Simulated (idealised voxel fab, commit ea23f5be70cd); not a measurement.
process module | voxel capacitor over wiring
cross-section cut | 225 nm wide | cells 5 nm
A cross-section is a grid of square cells, given in bands from the top down. A band is one or more rows of cells.
Each band's line starts with the height of the band's top and of its bottom, in nm. Then come its materials from left to right, each with its width in nm. One material with "throughout" fills the band from edge to edge. "air" is empty space.
Height 0 is the level under which the wafer as received is all one material. The lowest band goes on downwards, as in "0 down".
A width such as "30 to 40" changes by the same amount from each row of cells to the next, from the band's top row to its bottom row.
"no change" after a step means that no cell of the cross-section changed.
closed voids: empty space of 8 cells or more with no open way to the top, each as width x height at its distance from the left edge, in nm
after a step's settings: what the simulator itself notes on the step
overlay nm, on a step with a mask: how far to the right of its planned place the mask lay; to the left if negative
plan
1 op RECEIVE | material Si
2 op CONFORMAL_DEP | material SiO2 | thk nm 10
3 op CONFORMAL_DEP | material SiN | thk nm 5
4 op DIRECTIONAL_DEP | material SiO2 | thk nm 20
5 op DIRECTIONAL_DEP | material aC | thk nm 15
6 op PATTERN | tone open | mask id METAL_1 | material resist | width nm 25 | pitch nm 85 | thk nm 35 | overlay nm 0
7 op DIRECTIONAL_ETCH | etch materials aC | depth nm 15
8 op STRIP | etch materials resist
9 op DIRECTIONAL_ETCH | etch materials SiO2 | depth nm 20
10 op DIRECTIONAL_ETCH | etch materials SiN | depth nm 5
11 op STRIP | etch materials aC
12 op CONFORMAL_DEP | material TiN | thk nm 5
13 op FILL_DEP | material Cu | thk nm 10
14 op CMP | height nm 35
15 op CONFORMAL_DEP | material SiCN | thk nm 5
16 op DIRECTIONAL_DEP | material lowk | thk nm 20
17 op MASKED_ETCH | tone open | mask id PLUG_1 | width nm 15 | etch materials lowk | depth nm 20 | overlay nm 0
18 op MASKED_ETCH | tone open | mask id PLUG_1 | width nm 15 | etch materials SiCN | depth nm 5 | overlay nm 0
19 op CONFORMAL_DEP | material TiN | thk nm 5
20 op FILL_DEP | material W | thk nm 5
21 op CMP | height nm 60
22 op DIRECTIONAL_DEP | material TiN | thk nm 10
23 op DIRECTIONAL_DEP | material SiN | thk nm 5
24 op DIRECTIONAL_DEP | material TiN | thk nm 10
25 op PATTERN | tone cover | mask id UPPER_PLATE | material resist | width nm 65 | thk nm 20 | overlay nm 0
26 op DIRECTIONAL_ETCH | etch materials TiN | depth nm 10
27 op DIRECTIONAL_ETCH | etch materials SiN | depth nm 5
28 op STRIP | etch materials resist
29 op MASKED_ETCH | tone cover | mask id LOWER_PLATE | width nm 75 | etch materials TiN | depth nm 10 | overlay nm 0
30 op FILL_DEP | material SiO2 | thk nm 15
31 op CMP | height nm 95
32 op DIRECTIONAL_DEP | material aC | thk nm 10
33 op PATTERN | tone open | mask id PLUG_2 | material resist | width nm 15 | thk nm 25 | overlay nm -15
34 op DIRECTIONAL_ETCH | etch materials aC | depth nm 10
35 op STRIP | etch materials resist
36 op DIRECTIONAL_ETCH | etch materials SiO2 | depth nm 10
37 op STRIP | etch materials aC
38 op CONFORMAL_DEP | material TiN | thk nm 5
39 op FILL_DEP | material Cu | thk nm 10
40 op CMP | height nm 95
41 op CONFORMAL_DEP | material SiCN | thk nm 5
varied across the wafers: overlay nm of step 33. The plan shows the first wafer's value. All wafers start alike
first wafer as received, after step 1
  0 down: Si throughout
  closed voids: none
first wafer at the end, after step 41
  100 to 95: SiCN throughout
  95 to 90: SiO2 60 | TiN 5 | Cu 5 | TiN 5 | SiO2 150
  90 to 85: SiO2 60 | TiN 15 | SiO2 150
  85 to 75: SiO2 65 | TiN 65 | SiO2 95
  75 to 70: SiO2 65 | SiN 65 | SiO2 95
  70 to 60: SiO2 60 | TiN 75 | SiO2 90
  60 to 40: lowk 65 | TiN 5 | W 5 | TiN 5 | lowk 145
  40 to 35: SiCN 65 | TiN 15 | SiCN 145
  35 to 15: SiO2 55 | TiN 5 | Cu 15 | TiN 5 | SiO2 60 | TiN 5 | Cu 15 | TiN 5 | SiO2 60
  15 to 10: SiN 55 | TiN 25 | SiN 60 | TiN 25 | SiN 60
  10 to 0: SiO2 throughout
  0 down: Si throughout
  closed voids: none
last wafer at the end
  100 to 95: SiCN throughout
  95 to 90: SiO2 90 | TiN 5 | Cu 5 | TiN 5 | SiO2 120
  90 to 85: SiO2 90 | TiN 15 | SiO2 120
  85 to 75: SiO2 65 | TiN 65 | SiO2 95
  75 to 70: SiO2 65 | SiN 65 | SiO2 95
  70 to 60: SiO2 60 | TiN 75 | SiO2 90
  60 to 40: lowk 65 | TiN 5 | W 5 | TiN 5 | lowk 145
  40 to 35: SiCN 65 | TiN 15 | SiCN 145
  35 to 15: SiO2 55 | TiN 5 | Cu 15 | TiN 5 | SiO2 60 | TiN 5 | Cu 15 | TiN 5 | SiO2 60
  15 to 10: SiN 55 | TiN 25 | SiN 60 | TiN 25 | SiN 60
  10 to 0: SiO2 throughout
  0 down: Si throughout
  closed voids: none
each wafer at the end: cells of each material gained (+) or lost (-) since it was received, then its closed voids
overlay nm -15 | +25 Cu | +87 SiCN | +48 SiN | +470 SiO2 | +98 TiN | +4 W | +168 lowk | closed voids: none
overlay nm -10 | +25 Cu | +87 SiCN | +48 SiN | +470 SiO2 | +98 TiN | +4 W | +168 lowk | closed voids: none
overlay nm -5 | +25 Cu | +87 SiCN | +48 SiN | +470 SiO2 | +98 TiN | +4 W | +168 lowk | closed voids: none
overlay nm 0 | +25 Cu | +87 SiCN | +48 SiN | +470 SiO2 | +98 TiN | +4 W | +168 lowk | closed voids: none
overlay nm 5 | +25 Cu | +87 SiCN | +48 SiN | +470 SiO2 | +98 TiN | +4 W | +168 lowk | closed voids: none
overlay nm 10 | +25 Cu | +87 SiCN | +48 SiN | +470 SiO2 | +98 TiN | +4 W | +168 lowk | closed voids: none
overlay nm 15 | +25 Cu | +87 SiCN | +48 SiN | +470 SiO2 | +98 TiN | +4 W | +168 lowk | closed voids: none
